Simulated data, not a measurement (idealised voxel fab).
Documented hereafter: the process module known as voxel double patterning.
Square cells of 5 nm make up the cross-section cut, whose width is 280 nm.
Think of the cross-section as a grid of square cells. We describe it in bands, top to bottom, and each band covers one or more rows of those cells. Basically the band line says how high the top is and how high the bottom is, in nm, and then what's in it from left to right, every material with its width in nm. Empty space shows up as "blank", and if a single material carries "throughout" it runs the full band edge to edge. Ref level 0: as-received wafer is one material below here. Bottom band extends down with no lower bound ("0 down"). A two-number width, for instance "30..40", indicates that the width is equal to the first number in the top row of the band and to the second number in the bottom row, and that it changes by a constant amount per row of cells. Basically "all unchanged" means that step didn't change any cell in the cross-section. Closed empty spaces (no open way to the top) of 8 cells or more are what "Voids, fully enclosed" lists, each as width x height at distance from the left edge, nm for all three. Read whatever lies past the settings on a step's line as the simulator's own remark about the step. Steps that use a mask can have "overlay nm" on their line. It says how far the mask sat to the right of where it was meant to be. Negative means to the left.

Steps planned for the process
1) RECEIVE: material Si
2) CONFORMAL_DEP: material SiN, thk nm 10
3) DIRECTIONAL_DEP: material SiO2, thk nm 20
4) DIRECTIONAL_DEP: material SiCN, thk nm 10
5) MASKED_ETCH: tone open, mask id FIRST, width nm 15, pitch nm 50, etch materials SiCN, depth nm 10, overlay nm 0
6) MASKED_ETCH: tone open, mask id SECOND, width nm 15, pitch nm 50, etch materials SiCN, depth nm 10, overlay nm 0
7) DIRECTIONAL_ETCH: etch materials SiO2, depth nm 20
8) STRIP: etch materials SiCN

Wafer cross-section on receipt, i.e. after step 1
  0 down = Si throughout
  Voids, fully enclosed: none

Here's the wafer cut in cross-section after the module, started and planned just like above, except one thing was done wrong in the run
  20 to 0 = 80 nm SiO2, 15 nm blank, 10 nm SiO2, 15 nm blank, 10 nm SiO2, 15 nm blank, 10 nm SiO2, 15 nm blank, 10 nm SiO2, 15 nm blank, 85 nm SiO2
  0 down = Si throughout
  Voids, fully enclosed: none
Run error: step 2 was dropped from the plan's execution and never run
